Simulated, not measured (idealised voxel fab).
This is a process module. Its name is voxel self aligned contacts.
Section cut is 175 nm wide and gridded with 5 nm square cells.
Cross-sections here: square-cell grids, written as top-down lists of bands, a band being one or more rows of cells. First you get the band's top height and its bottom height, in nm, and then the materials it's made of, left to right, with each width in nm. If you see a single material with "everywhere", that one covers the band edge to edge. "blank" is empty space. Basically, 0 is our baseline, since under it the wafer straight out of the box is all one material. The bottom band has no lower end and keeps on going down, so it looks like "0 down". Graded width ("30 to 40"): value in top row of band = first number; value in bottom row = second number; row-to-row change constant. "everything unchanged" (step): cross-section cells unchanged, all of them. Under "Closed empty spaces" you'll find the enclosed gaps, the ones with no way out to the top, that are 8 cells or bigger; each reads width x height at distance, with distance counted from the left edge, everything in nm. What comes after the settings on a step's line is commentary from the simulator itself on that step. If you see "overlay nm" on a step's line and that step has a mask, it's telling you how far right of where it was planned the mask ended up; a negative number means it went left instead.
This section lists the process steps that were planned:
1 RECEIVE, material Si
2 CONFORMAL_DEP, material SiO2, thk nm 5
3 DIRECTIONAL_DEP, material polySi, thk nm 25
4 DIRECTIONAL_DEP, material SiN, thk nm 15
5 DIRECTIONAL_DEP, material aC, thk nm 10
6 PATTERN, tone cover, mask id GATE, material resist, width nm 30, pitch nm 60, thk nm 30, overlay nm 0
7 DIRECTIONAL_ETCH, etch materials aC, depth nm 10
8 STRIP, etch materials resist
9 DIRECTIONAL_ETCH, etch materials SiN, depth nm 15
10 DIRECTIONAL_ETCH, etch materials polySi, depth nm 25
11 STRIP, etch materials aC
12 CONFORMAL_DEP, material SiN, thk nm 5
13 DIRECTIONAL_ETCH, etch materials SiN, depth nm 5
14 FILL_DEP, material SiO2, thk nm 15
15 CMP, height nm 55
16 DIRECTIONAL_DEP, material aC, thk nm 10
17 PATTERN, tone open, mask id CONTACT, material resist, width nm 40, thk nm 30, overlay nm 0
18 DIRECTIONAL_ETCH, etch materials aC, depth nm 10
19 STRIP, etch materials resist
20 DIRECTIONAL_ETCH, etch materials SiO2, depth nm 55
21 STRIP, etch materials aC
22 CONFORMAL_DEP, material TiN, thk nm 5
23 FILL_DEP, material Ru, thk nm 5
24 CMP, height nm 55
25 CONFORMAL_DEP, material SiCN, thk nm 5
Wafer as received: cross-section following step 1:
> 0 down: Si everywhere
> Closed empty spaces: none
Final wafer profile in cross-section after the module, from the same start and plan as above, with one mistake made during processing:
> 60 to 45: SiCN everywhere
> 45 to 30: SiN everywhere
> 30 to 5: polySi everywhere
> 5 to 0: SiO2 everywhere
> 0 down: Si everywhere
> Closed empty spaces: none
Error vs. plan: so step 5 ended up running with a different setting than we planned, it ran as DIRECTIONAL_DEP, material SiCN, thk nm 10
